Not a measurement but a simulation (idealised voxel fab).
process module | voxel gate over fins
cross-section cut | 235 nm wide | cells 5 nm
A cross-section is a grid of square cells, given in bands from the top down. A band is one or more rows of cells.
Each band's line starts with the height of the band's top and of its bottom, in nm. Then come its materials from left to right, each with its width in nm. One material with "throughout" fills the band from edge to edge. "air" is empty space.
Height 0 is the level under which the wafer as received is all one material. The lowest band goes on downwards, as in "0 down".
A width such as "30 to 40" changes by the same amount from each row of cells to the next, from the band's top row to its bottom row.
"no change" after a step means that no cell of the cross-section changed.
closed voids: empty space of 8 cells or more with no open way to the top, each as width x height at its distance from the left edge, in nm
after a step's settings: what the simulator itself notes on the step
overlay nm, on a step with a mask: how far to the right of its planned place the mask lay; to the left if negative
plan
1 op RECEIVE | material Si
2 op CONFORMAL_DEP | material SiN | thk nm 5
3 op MASKED_ETCH | tone cover | mask id FINS | width nm 15 | pitch nm 55 | etch materials SiN | depth nm 5 | overlay nm 0
4 op MASKED_ETCH | tone cover | mask id FINS | width nm 15 | pitch nm 55 | etch materials Si | depth nm 40 | overlay nm 0
5 op OXIDIZE | depth nm 5
6 op FILL_DEP | material SiO2 | thk nm 5
7 op CMP | height nm 5
8 op MASKED_ETCH | tone open | mask id RAIL | width nm 15 | etch materials SiO2 | depth nm 40 | overlay nm 0
9 op CONFORMAL_DEP | material TiN | thk nm 5
10 op FILL_DEP | material W | thk nm 5
11 op CMP | height nm 5
12 op SELECTIVE_ETCH | etch materials W Ru TiN | depth nm 25
13 op FILL_DEP | material SiO2 | thk nm 5
14 op CMP | height nm 5
15 op SELECTIVE_ETCH | etch materials SiO2 | depth nm 15
16 op STRIP | etch materials SiN
17 op CONFORMAL_DEP | material HfO2 | thk nm 5
18 op CONFORMAL_DEP | material TiN | thk nm 5
19 op CONFORMAL_DEP | material TiAl | thk nm 5
20 op CONFORMAL_DEP | material TiN | thk nm 5
21 op FILL_DEP | material W | thk nm 10
22 op CMP | height nm 25
23 op CONFORMAL_DEP | material SiN | thk nm 10
first wafer, as planned
as received, after step 1
  0 down: Si throughout
  closed voids: none
after step 2
  5 to 0: SiN throughout
  below 0: unchanged
after step 3
  5 to 0: air 55 | SiN 15 | air 40 | SiN 15 | air 40 | SiN 15 | air 55
  below 0: unchanged
after step 4
  5 to 0: air 55 | SiN 15 | air 40 | SiN 15 | air 40 | SiN 15 | air 55
  0 to -40: air 55 | Si 15 | air 40 | Si 15 | air 40 | Si 15 | air 55
  below -40: unchanged
after step 5
  5 to 0: air 55 | SiN 15 | air 40 | SiN 15 | air 40 | SiN 15 | air 55
  0 to -40: air 55 | SiO2 5 | Si 5 | SiO2 5 | air 40 | SiO2 5 | Si 5 | SiO2 5 | air 40 | SiO2 5 | Si 5 | SiO2 5 | air 55
  -40 to -45: SiO2 60 | Si 5 | SiO2 50 | Si 5 | SiO2 50 | Si 5 | SiO2 60
  below -45: unchanged
after step 6
  10 to 5: SiO2 throughout
  5 to 0: SiO2 55 | SiN 15 | SiO2 40 | SiN 15 | SiO2 40 | SiN 15 | SiO2 55
  0 to -45: SiO2 60 | Si 5 | SiO2 50 | Si 5 | SiO2 50 | Si 5 | SiO2 60
  below -45: unchanged
after step 7
  5 to 0: SiO2 55 | SiN 15 | SiO2 40 | SiN 15 | SiO2 40 | SiN 15 | SiO2 55
  below 0: unchanged
after step 8
  5 to 0: SiO2 55 | SiN 15 | SiO2 10 | air 15 | SiO2 15 | SiN 15 | SiO2 40 | SiN 15 | SiO2 55
  0 to -35: SiO2 60 | Si 5 | SiO2 15 | air 15 | SiO2 20 | Si 5 | SiO2 50 | Si 5 | SiO2 60
  below -35: unchanged
after step 9
  10 to 5: TiN 85 | air 5 | TiN 145
  5 to 0: SiO2 55 | SiN 15 | SiO2 10 | TiN 5 | air 5 | TiN 5 | SiO2 15 | SiN 15 | SiO2 40 | SiN 15 | SiO2 55
  0 to -30: SiO2 60 | Si 5 | SiO2 15 | TiN 5 | air 5 | TiN 5 | SiO2 20 | Si 5 | SiO2 50 | Si 5 | SiO2 60
  -30 to -35: SiO2 60 | Si 5 | SiO2 15 | TiN 15 | SiO2 20 | Si 5 | SiO2 50 | Si 5 | SiO2 60
  below -35: unchanged
after step 10
  15 to 10: W throughout
  10 to 5: TiN 85 | W 5 | TiN 145
  5 to 0: SiO2 55 | SiN 15 | SiO2 10 | TiN 5 | W 5 | TiN 5 | SiO2 15 | SiN 15 | SiO2 40 | SiN 15 | SiO2 55
  0 to -30: SiO2 60 | Si 5 | SiO2 15 | TiN 5 | W 5 | TiN 5 | SiO2 20 | Si 5 | SiO2 50 | Si 5 | SiO2 60
  below -30: unchanged
after step 11
  5 to 0: SiO2 55 | SiN 15 | SiO2 10 | TiN 5 | W 5 | TiN 5 | SiO2 15 | SiN 15 | SiO2 40 | SiN 15 | SiO2 55
  below 0: unchanged
after step 12
  5 to 0: SiO2 55 | SiN 15 | SiO2 10 | air 15 | SiO2 15 | SiN 15 | SiO2 40 | SiN 15 | SiO2 55
  0 to -20: SiO2 60 | Si 5 | SiO2 15 | air 15 | SiO2 20 | Si 5 | SiO2 50 | Si 5 | SiO2 60
  below -20: unchanged
after step 13
  10 to 5: SiO2 throughout
  5 to 0: SiO2 55 | SiN 15 | SiO2 40 | SiN 15 | SiO2 40 | SiN 15 | SiO2 55
  0 to -20: SiO2 60 | Si 5 | SiO2 50 | Si 5 | SiO2 50 | Si 5 | SiO2 60
  below -20: unchanged
after step 14
  5 to 0: SiO2 55 | SiN 15 | SiO2 40 | SiN 15 | SiO2 40 | SiN 15 | SiO2 55
  below 0: unchanged
after step 15
  5 to 0: air 55 | SiN 15 | air 40 | SiN 15 | air 40 | SiN 15 | air 55
  0 to -10: air 60 | Si 5 | air 50 | Si 5 | air 50 | Si 5 | air 60
  below -10: unchanged
after step 16
  0 to -10: air 60 | Si 5 | air 50 | Si 5 | air 50 | Si 5 | air 60
  below -10: unchanged
after step 17
  5 to 0: air 55 | HfO2 15 | air 40 | HfO2 15 | air 40 | HfO2 15 | air 55
  0 to -5: air 55 | HfO2 5 | Si 5 | HfO2 5 | air 40 | HfO2 5 | Si 5 | HfO2 5 | air 40 | HfO2 5 | Si 5 | HfO2 5 | air 55
  -5 to -10: HfO2 60 | Si 5 | HfO2 50 | Si 5 | HfO2 50 | Si 5 | HfO2 60
  below -10: unchanged
after step 18
  10 to 5: air 50 | TiN 25 | air 30 | TiN 25 | air 30 | TiN 25 | air 50
  5 to 0: air 50 | TiN 5 | HfO2 15 | TiN 5 | air 30 | TiN 5 | HfO2 15 | TiN 5 | air 30 | TiN 5 | HfO2 15 | TiN 5 | air 50
  0 to -5: TiN 55 | HfO2 5 | Si 5 | HfO2 5 | TiN 40 | HfO2 5 | Si 5 | HfO2 5 | TiN 40 | HfO2 5 | Si 5 | HfO2 5 | TiN 55
  below -5: unchanged
after step 19
  15 to 10: air 45 | TiAl 35 | air 20 | TiAl 35 | air 20 | TiAl 35 | air 45
  10 to 5: air 45 | TiAl 5 | TiN 25 | TiAl 5 | air 20 | TiAl 5 | TiN 25 | TiAl 5 | air 20 | TiAl 5 | TiN 25 | TiAl 5 | air 45
  5 to 0: TiAl 50 | TiN 5 | HfO2 15 | TiN 5 | TiAl 30 | TiN 5 | HfO2 15 | TiN 5 | TiAl 30 | TiN 5 | HfO2 15 | TiN 5 | TiAl 50
  below 0: unchanged
after step 20
  20 to 15: air 40 | TiN 45 | air 10 | TiN 45 | air 10 | TiN 45 | air 40
  15 to 10: air 40 | TiN 5 | TiAl 35 | TiN 5 | air 10 | TiN 5 | TiAl 35 | TiN 5 | air 10 | TiN 5 | TiAl 35 | TiN 5 | air 40
  10 to 5: TiN 45 | TiAl 5 | TiN 25 | TiAl 5 | TiN 20 | TiAl 5 | TiN 25 | TiAl 5 | TiN 20 | TiAl 5 | TiN 25 | TiAl 5 | TiN 45
  below 5: unchanged
after step 21
  30 to 20: W throughout
  20 to 15: W 40 | TiN 45 | W 10 | TiN 45 | W 10 | TiN 45 | W 40
  15 to 10: W 40 | TiN 5 | TiAl 35 | TiN 5 | W 10 | TiN 5 | TiAl 35 | TiN 5 | W 10 | TiN 5 | TiAl 35 | TiN 5 | W 40
  below 10: unchanged
after step 22
  25 to 20: W throughout
  below 20: unchanged
after step 23
  35 to 25: SiN throughout
  below 25: unchanged
second wafer: like start, like plan, one mistake. Through step 16 it matches the first wafer
when step 17 should have ended
  5 to 0: air 55 | SiN 15 | air 40 | SiN 15 | air 40 | SiN 15 | air 55
  0 to -5: air 55 | SiN 5 | Si 5 | SiN 5 | air 40 | SiN 5 | Si 5 | SiN 5 | air 40 | SiN 5 | Si 5 | SiN 5 | air 55
  -5 to -10: SiN 60 | Si 5 | SiN 50 | Si 5 | SiN 50 | Si 5 | SiN 60
  below -10: unchanged
when step 18 should have ended
  10 to 5: air 50 | TiN 25 | air 30 | TiN 25 | air 30 | TiN 25 | air 50
  5 to 0: air 50 | TiN 5 | SiN 15 | TiN 5 | air 30 | TiN 5 | SiN 15 | TiN 5 | air 30 | TiN 5 | SiN 15 | TiN 5 | air 50
  0 to -5: TiN 55 | SiN 5 | Si 5 | SiN 5 | TiN 40 | SiN 5 | Si 5 | SiN 5 | TiN 40 | SiN 5 | Si 5 | SiN 5 | TiN 55
  below -5: unchanged
when step 19 should have ended
  15 to 10: air 45 | TiAl 35 | air 20 | TiAl 35 | air 20 | TiAl 35 | air 45
  10 to 5: air 45 | TiAl 5 | TiN 25 | TiAl 5 | air 20 | TiAl 5 | TiN 25 | TiAl 5 | air 20 | TiAl 5 | TiN 25 | TiAl 5 | air 45
  5 to 0: TiAl 50 | TiN 5 | SiN 15 | TiN 5 | TiAl 30 | TiN 5 | SiN 15 | TiN 5 | TiAl 30 | TiN 5 | SiN 15 | TiN 5 | TiAl 50
  below 0: unchanged
when step 20 should have ended
  20 to 15: air 40 | TiN 45 | air 10 | TiN 45 | air 10 | TiN 45 | air 40
  15 to 10: air 40 | TiN 5 | TiAl 35 | TiN 5 | air 10 | TiN 5 | TiAl 35 | TiN 5 | air 10 | TiN 5 | TiAl 35 | TiN 5 | air 40
  10 to 5: TiN 45 | TiAl 5 | TiN 25 | TiAl 5 | TiN 20 | TiAl 5 | TiN 25 | TiAl 5 | TiN 20 | TiAl 5 | TiN 25 | TiAl 5 | TiN 45
  below 5: unchanged
when step 21 should have ended
  30 to 20: W throughout
  20 to 15: W 40 | TiN 45 | W 10 | TiN 45 | W 10 | TiN 45 | W 40
  15 to 10: W 40 | TiN 5 | TiAl 35 | TiN 5 | W 10 | TiN 5 | TiAl 35 | TiN 5 | W 10 | TiN 5 | TiAl 35 | TiN 5 | W 40
  below 10: unchanged
when step 22 should have ended
  25 to 20: W throughout
  below 20: unchanged
when step 23 should have ended
  35 to 25: SiN throughout
  below 25: unchanged
what went wrong: step 17 ran as: op CONFORMAL_DEP | material SiN | thk nm 5
at the end the second wafer has, in cells: 59 fewer of HfO2 | 59 more of SiN
